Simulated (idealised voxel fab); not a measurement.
You're looking at the process module voxel capacitor over wiring.
Shown is cross-section cut, with a width of 245 nm and square cells of size 5 nm.
In what follows, cross-sections appear as grids of square cells, described through bands that run from the top down, where every band is one or more rows of cells. In this notation a band is specified by the heights of its top and bottom, in that order and in nm, after which its materials appear from left to right, each paired with its width in nm. The word "full width" attached to a single material means that material fills the band from edge to edge; the word "empty" stands for empty space. Heights from 0 (as-received wafer is one material below). Bottom band endless downward, as "0 -> down". Per-row width for "30->40": begins at first number (top row of band), ends at second number (bottom row), increment between rows held constant. When a step is marked "nothing got changed", none of the cells in the cross-section changed during that step. What "Cavities, sealed" gives you is every empty space of 8 cells or more that is cut off from the top. Each appears as width x height at distance, with the distance taken from the left edge and width, height and distance all in nm. Anything after a step's settings on that line? It's the simulator's own note about the step. The "overlay nm" setting may appear on a step's line; for a step that uses a mask, it gives how far to the right of its planned position the mask lay, and a negative value indicates the left.
**Intended process steps**
1) RECEIVE (material Si)
2) CONFORMAL_DEP (material SiO2; thk nm 15)
3) DIRECTIONAL_DEP (material TiN; thk nm 5)
4) DIRECTIONAL_DEP (material W; thk nm 20)
5) DIRECTIONAL_DEP (material aC; thk nm 15)
6) PATTERN (tone cover; mask id METAL_1; material resist; width nm 30; pitch nm 90; thk nm 35; overlay nm 0)
7) DIRECTIONAL_ETCH (etch materials aC; depth nm 15)
8) STRIP (etch materials resist)
9) DIRECTIONAL_ETCH (etch materials W; depth nm 20)
10) DIRECTIONAL_ETCH (etch materials TiN; depth nm 5)
11) STRIP (etch materials aC)
12) FILL_DEP (material lowk; thk nm 5)
13) CMP (height nm 40)
14) CONFORMAL_DEP (material SiCN; thk nm 5)
15) DIRECTIONAL_DEP (material lowk; thk nm 10)
16) DIRECTIONAL_DEP (material aC; thk nm 10)
17) PATTERN (tone open; mask id PLUG_1; material resist; width nm 15; thk nm 25; overlay nm 0)
18) DIRECTIONAL_ETCH (etch materials aC; depth nm 10)
19) STRIP (etch materials resist)
20) DIRECTIONAL_ETCH (etch materials lowk; depth nm 10)
21) DIRECTIONAL_ETCH (etch materials SiCN; depth nm 5)
22) STRIP (etch materials aC)
23) EPI (material Ru; thk nm 10)
24) EPI (material Ru; thk nm 5)
25) DIRECTIONAL_DEP (material TiN; thk nm 5)
26) DIRECTIONAL_DEP (material Al2O3; thk nm 5)
27) DIRECTIONAL_DEP (material TiN; thk nm 5)
28) PATTERN (tone cover; mask id UPPER_PLATE; material resist; width nm 65; thk nm 15; overlay nm 0)
29) DIRECTIONAL_ETCH (etch materials TiN; depth nm 5)
30) DIRECTIONAL_ETCH (etch materials Al2O3; depth nm 5)
31) STRIP (etch materials resist)
32) DIRECTIONAL_DEP (material aC; thk nm 10)
33) PATTERN (tone cover; mask id LOWER_PLATE; material resist; width nm 75; thk nm 30; overlay nm 0)
34) DIRECTIONAL_ETCH (etch materials aC; depth nm 10)
35) STRIP (etch materials resist)
36) DIRECTIONAL_ETCH (etch materials TiN; depth nm 5)
37) STRIP (etch materials aC)
38) FILL_DEP (material SiO2; thk nm 15)
39) CMP (height nm 80)
40) PATTERN (tone open; mask id PLUG_2; material resist; width nm 15; thk nm 15; overlay nm 0)
41) DIRECTIONAL_ETCH (etch materials SiO2; depth nm 10)
42) STRIP (etch materials resist)
43) CONFORMAL_DEP (material TiN; thk nm 5)
44) FILL_DEP (material Cu; thk nm 10)
45) CMP (height nm 80)
46) CONFORMAL_DEP (material SiN; thk nm 5)
**Cross-section: wafer on arrival = after step 1**
0 -> down  Si full width
Cavities, sealed: none
**End state of the module in cross-section, given the above starting point and plan and one mistake in execution**
85 -> 80  SiN full width
80 -> 75  SiO2 85, then TiN 5, then Cu 5, then TiN 5, then SiO2 145
75 -> 65  SiO2 85->75, then TiN 15->65, then SiO2 145->105
65 -> 60  SiO2 75, then Al2O3 65, then SiO2 105
60 -> 55  SiO2 70, then TiN 75, then SiO2 100
55 -> 45  lowk 75, then Ru 15, then lowk 155
45 -> 40  SiCN 75, then Ru 15, then SiCN 155
40 -> 35  lowk 60, then W 30, then lowk 60, then W 30, then lowk 65
35 -> 30  lowk 60, then TiN 30, then lowk 60, then TiN 30, then lowk 65
30 -> 0  SiO2 full width
0 -> down  Si full width
Cavities, sealed: none
Nonconformance to the process plan: step 2 from the plan got run twice
